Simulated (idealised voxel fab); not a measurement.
Process module name: voxel self aligned vias
The cross-section shown here is cut; it is 280 nm wide and divided into square cells measuring 5 nm on a side.
Think of the cross-section as a grid of square cells. We describe it in bands, top to bottom, and each band covers one or more rows of those cells. Within each band entry, the heights of the top and of the bottom of the band appear first, in that order and in nm; the materials of the band then follow from left to right, each with its corresponding width in nm. The designation "edge to edge" on a single material indicates that it fills the band from edge to edge; the designation "empty" indicates empty space. Heights from 0 (as-received wafer is one material below). Bottom band endless downward, as "0..down". It should be noted that a width expressed as "30 to 40" varies in equal increments from row to row of cells within the band, taking the value of the first number at the top row and that of the second number at the bottom row. Any step labelled "nothing altered" changed none of the cells in the cross-section. Basically, "Unvented cavities" tells you about the enclosed voids: empty spaces with no open way to the top, 8 cells or bigger, each written width x height at distance, where distance is from the left edge, all in nm. Post-settings text on a step line: simulator's own remark regarding the step. The setting "overlay nm" may be written on the line of a step. When the step uses a mask, the value reports how far to the right of the planned place the mask lay, and a negative value reports that it lay to the left.
These are the steps we planned for the process
1 RECEIVE: material Si
2 CONFORMAL_DEP: material SiO2, thk nm 10
3 CONFORMAL_DEP: material SiCN, thk nm 5
4 DIRECTIONAL_DEP: material lowk, thk nm 25
5 DIRECTIONAL_DEP: material aC, thk nm 15
6 PATTERN: tone open, mask id LINES, material resist, width nm 30, pitch nm 75, thk nm 30, overlay nm 0
7 DIRECTIONAL_ETCH: etch materials aC, depth nm 15
8 STRIP: etch materials resist
9 DIRECTIONAL_ETCH: etch materials lowk, depth nm 25
10 STRIP: etch materials aC
11 CONFORMAL_DEP: material TiN, thk nm 5
12 FILL_DEP: material W, thk nm 5
13 CMP: height nm 40
14 SELECTIVE_ETCH: etch materials W Ru TiN, depth nm 5
15 FILL_DEP: material SiN, thk nm 10
16 CMP: height nm 40
17 DIRECTIONAL_DEP: material lowk, thk nm 15
18 DIRECTIONAL_DEP: material aC, thk nm 15
19 PATTERN: tone open, mask id VIAS, material resist, width nm 50, thk nm 30, overlay nm 0
20 DIRECTIONAL_ETCH: etch materials aC, depth nm 15
21 STRIP: etch materials resist
22 DIRECTIONAL_ETCH: etch materials lowk, depth nm 15
23 DIRECTIONAL_ETCH: etch materials SiN, depth nm 5
24 STRIP: etch materials aC
25 CONFORMAL_DEP: material TiN, thk nm 5
26 FILL_DEP: material Ru, thk nm 5
27 CMP: height nm 55
28 CONFORMAL_DEP: material SiCN, thk nm 5
Incoming wafer in cross-section (state: after step 1)
    0..down: Si edge to edge
    Unvented cavities: none
Cross-section: first of two wafers, module finished, run according to plan
    60..55: SiCN edge to edge
    55..45: 75 nm lowk, 5 nm TiN, 40 nm Ru, 5 nm TiN, 155 nm lowk
    45..40: 75 nm lowk, 15 nm TiN, 20 nm Ru, 15 nm TiN, 155 nm lowk
    40..35: 85 nm lowk, 30 nm TiN, 45 nm lowk, 30 nm SiN, 90 nm lowk
    35..20: 85 nm lowk, 5 nm TiN, 20 nm W, 5 nm TiN, 45 nm lowk, 5 nm TiN, 20 nm W, 5 nm TiN, 90 nm lowk
    20..15: 85 nm lowk, 30 nm TiN, 45 nm lowk, 30 nm TiN, 90 nm lowk
    15..10: SiCN edge to edge
    10..0: SiO2 edge to edge
    0..down: Si edge to edge
    Unvented cavities: none
Second wafer at the end: like start, like plan, one mistake
    60..55: SiCN edge to edge
    55..45: 75 nm lowk, 5 nm TiN, 40 nm Ru, 5 nm TiN, 155 nm lowk
    45..40: 75 nm lowk, 50 nm TiN, 155 nm lowk
    40..35: 75 nm SiN, 10 nm TiN, 30 nm lowk, 10 nm TiN, 35 nm SiN, 30 nm lowk, 90 nm SiN
    35..20: 80 nm W, 5 nm TiN, 30 nm lowk, 5 nm TiN, 35 nm W, 5 nm TiN, 30 nm lowk, 5 nm TiN, 85 nm W
    20..15: 85 nm TiN, 30 nm lowk, 45 nm TiN, 30 nm lowk, 90 nm TiN
    15..10: SiCN edge to edge
    10..0: SiO2 edge to edge
    0..down: Si edge to edge
    Unvented cavities: none
Nonconformance to the process plan: the process deviated at step 6: the operation and settings actually run there were PATTERN: tone cover, mask id LINES, material resist, width nm 30, pitch nm 75, thk nm 30, overlay nm 0
Per the end-of-run cell counts, the second wafer holds more or fewer of some materials than the first: Ru: 4 fewer, SiN: 34 more, TiN: 34 more, W: 96 more, lowk: 160 fewer
